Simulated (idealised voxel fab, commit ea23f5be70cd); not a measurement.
Presented below is a process module, voxel ribs on slabs.
It is cross-section cut that appears here, measuring 260 nm in width, its square cells being 5 nm in size.
Square cells in a grid make up a cross-section in this document, and the grid is given as bands, listed from the top down, each one or more rows of cells. Basically the band line says how high the top is and how high the bottom is, in nm, and then what's in it from left to right, every material with its width in nm. Empty space shows up as "empty", and if a single material carries "everywhere" it runs the full band edge to edge. Heights are expressed relative to 0, this being the level below which the as-received wafer comprises one material exclusively. The lowest band is unbounded in the downward direction and is denoted as in "0 -> down". You'd read "30 to 40" like this: the band's top row of cells is as wide as the first number, its bottom row is as wide as the second, and going down, every row changes width by the same amount as the row before did. "nothing different" -> step changed no cross-section cell. The entry "Fully sealed cavities" lists the empty spaces that cover at least 8 cells and have no open path to the top. Each is written as width x height at distance, where the distance is measured from the left edge and all three values are in nm. What comes after the settings on a step's line is commentary from the simulator itself on that step. Each step line may optionally specify "overlay nm", which for a step with a mask gives the rightward distance between the mask's planned place and where it lay, a negative value indicating the leftward direction.

# Process steps foreseen in the plan
1. RECEIVE | material Si
2. DIRECTIONAL_DEP | material SiO2 | thk nm 20
3. DIRECTIONAL_DEP | material polySi | thk nm 25
4. MASKED_ETCH | tone cover | mask id RIB | width nm 20 | etch materials polySi | depth nm 20 | overlay nm 0
5. DIRECTIONAL_DEP | material aC | thk nm 15
6. PATTERN | tone cover | mask id SLAB | material resist | width nm 60 | thk nm 35 | overlay nm 0
7. DIRECTIONAL_ETCH | etch materials aC | depth nm 15
8. STRIP | etch materials resist
9. DIRECTIONAL_ETCH | etch materials polySi | depth nm 5
10. STRIP | etch materials aC
11. FILL_DEP | material SiO2 | thk nm 15
12. CMP | height nm 55
13. DIRECTIONAL_DEP | material TiN | thk nm 5
14. DIRECTIONAL_DEP | material aC | thk nm 10
15. PATTERN | tone cover | mask id HEATER | material resist | width nm 30 | thk nm 30 | overlay nm 0
16. DIRECTIONAL_ETCH | etch materials aC | depth nm 10
17. STRIP | etch materials resist
18. DIRECTIONAL_ETCH | etch materials TiN | depth nm 5
19. STRIP | etch materials aC
20. CONFORMAL_DEP | material SiN | thk nm 10

# This is the cross-section of the wafer as we received it, i.e. after step 1
    0 -> down: Si everywhere
    Fully sealed cavities: none

# Cross-section taken at module completion on the first of two wafers; processed per the plan
    70 -> 65: 105 empty | 50 SiN | 105 empty
    65 -> 60: SiN everywhere
    60 -> 55: 115 SiN | 30 TiN | 115 SiN
    55 -> 45: SiO2 everywhere
    45 -> 25: 120 SiO2 | 20 polySi | 120 SiO2
    25 -> 20: 100 SiO2 | 60 polySi | 100 SiO2
    20 -> 0: SiO2 everywhere
    0 -> down: Si everywhere
    Fully sealed cavities: none

# End-of-module cross-section of the second wafer: identical starting point and process plan to the first, with one processing mistake
    70 -> 65: 105 empty | 50 SiN | 105 empty
    65 -> 60: SiN everywhere
    60 -> 55: 115 SiN | 30 TiN | 115 SiN
    55 -> 45: SiO2 everywhere
    45 -> 25: 120 SiO2 | 25 polySi | 115 SiO2
    25 -> 20: 100 SiO2 | 60 polySi | 100 SiO2
    20 -> 0: SiO2 everywhere
    0 -> down: Si everywhere
    Fully sealed cavities: none
What was the processing mistake? step 4, actual vs plan mismatch, actual run MASKED_ETCH | tone cover | mask id RIB | width nm 25 | etch materials polySi | depth nm 20 | overlay nm 0
Materials where the second wafer ends with more or fewer cells than the first: SiO2: 4 fewer | polySi: 4 more
